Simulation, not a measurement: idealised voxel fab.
Module name: voxel lift off (process module)
Each square cell in cross-section cut measures 5 nm, and the section as a whole is 300 nm wide.
When this document writes out a cross-section, it uses a grid of square cells and lists it as bands, beginning at the top and moving down, with a band standing for one or more rows of cells.
Per band: top height and bottom height in nm, followed by the left-to-right materials and their widths in nm; "full width" marks a single material spanning edge to edge, "empty" marks empty space.
We count height from 0. Below that, the starting wafer is all one material. The lowest band never ends at the bottom but goes on down; see "0 nm and below" for how that is written.
A width given as "30->40" starts at the first number in the band's top row and ends at the second number in its bottom row, shifting by an equal amount at every step from row to row.
Step marked "remains unaltered"? Then no cell in the cross-section changed in it.
Closed empty spaces (no open way to the top) of 8 cells or more are what "Closed empty spaces" lists, each as width x height at distance from the left edge, nm for all three.
Anything after a step's settings on that line? It's the simulator's own note about the step.
Among the settings permitted on a step's line is "overlay nm"; applied to a step with a mask, it specifies the extent to which the mask lay to the right of its planned position, whereas a negative figure signifies a position to the left.
Process steps - plan:
1,RECEIVE: material Si
2,CONFORMAL_DEP: material SiN, thk nm 15
3,PATTERN: tone open, mask id LINES, material resist, width nm 30, pitch nm 60, thk nm 20, overlay nm 0
4,DIRECTIONAL_DEP: material Ru, thk nm 10
5,STRIP: etch materials resist
6,CONFORMAL_DEP: material SiCN, thk nm 10
Cross-sectional view of the wafer in its as-received condition, corresponding to the state after step 1:
- 0 nm and below: Si full width
- Closed empty spaces: none
Same starting wafer, same plan as above, one mistake in the execution; this is the cross-section at the end of the module:
- 25 nm to 15 nm: empty (65); SiCN (50); empty (10); SiCN (50); empty (10); SiCN (50); empty (65)
- 15 nm to 5 nm: SiCN (75); Ru (30); SiCN (30); Ru (30); SiCN (30); Ru (30); SiCN (75)
- 5 nm to 0 nm: SiN full width
- 0 nm and below: Si full width
- Closed empty spaces: none
Misprocessing identified: off-plan run, step 2, actual operation and settings CONFORMAL_DEP: material SiN, thk nm 5
